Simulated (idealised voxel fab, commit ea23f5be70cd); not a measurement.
Process module under the name voxel air gaps
The cross-section shown here is cut; it is 210 nm wide and divided into square cells measuring 5 nm on a side.
How to read a cross-section here: the picture is a grid of square cells, written as bands going from the top down, and any band can span one or more rows of cells. Top height, bottom height, nm. Materials left to right, width each, nm. Single material + "everywhere" = fills band edge to edge. "air" = empty. Note: height 0 marks the level under which the wafer is uniformly one material as received. Lowest band unbounded below, written "0 and below". Top row gets the first number, bottom row gets the second, and each row in between changes by the same step: that is how a band width like "30 to 40" works. "changes: none" for a step: no cell of the cross-section changed in that step. The entry titled "Fully sealed cavities" provides the empty spaces that have no open way to the top, restricted to those of 8 cells or more. Each is presented as width x height at distance, the distance being measured from the left edge, with all three in nm. If you see something after the settings on a step's line, that's the simulator's own remark about that step. "overlay nm" answers the question of how far to the right of plan the mask lay on a step that has a mask, and when it is negative the answer is to the left.

## Intended process steps
| 1 | op RECEIVE | material Si |
| 2 | op CONFORMAL_DEP | material SiO2 | thk nm 10 |
| 3 | op CONFORMAL_DEP | material SiN | thk nm 5 |
| 4 | op DIRECTIONAL_DEP | material SiO2 | thk nm 35 |
| 5 | op MASKED_ETCH | tone open | mask id LINES | width nm 15 | pitch nm 40 | etch materials SiO2 | depth nm 35 | overlay nm 0 |
| 6 | op CONFORMAL_DEP | material TiN | thk nm 5 |
| 7 | op FILL_DEP | material Cu | thk nm 5 |
| 8 | op CMP | height nm 50 |
| 9 | op EPI | material Ru | thk nm 10 |
| 10 | op SELECTIVE_ETCH | etch materials SiO2 | depth nm 45 |
| 11 | op CONFORMAL_DEP | material SiCN | thk nm 5 |
Wafer-to-wafer difference: thk nm, step 11. Common start. Plan = first wafer's value.

## Cut through the first of several wafers as received, post step 1
* 0 and below = Si everywhere
* Fully sealed cavities: none

## The table below has one row for each wafer; a row shows, as of the end of the module, how many cells of each material the wafer has gained, marked (+), or lost, marked (-), since it was received, and then the wafer's closed voids
thk nm 5; +18 Cu; +42 Ru; +112 SiCN; +42 SiN; +84 SiO2; +45 TiN; Fully sealed cavities: 15 x 25 at 75; 15 x 25 at 115
thk nm 10; +18 Cu; +42 Ru; +180 SiCN; +42 SiN; +84 SiO2; +45 TiN; Fully sealed cavities: 15 x 25 at 75; 15 x 25 at 115
thk nm 15; +18 Cu; +42 Ru; +248 SiCN; +42 SiN; +84 SiO2; +45 TiN; Fully sealed cavities: 15 x 25 at 75; 15 x 25 at 115
thk nm 20; +18 Cu; +42 Ru; +312 SiCN; +42 SiN; +84 SiO2; +45 TiN; Fully sealed cavities: 15 x 25 at 75; 15 x 25 at 115
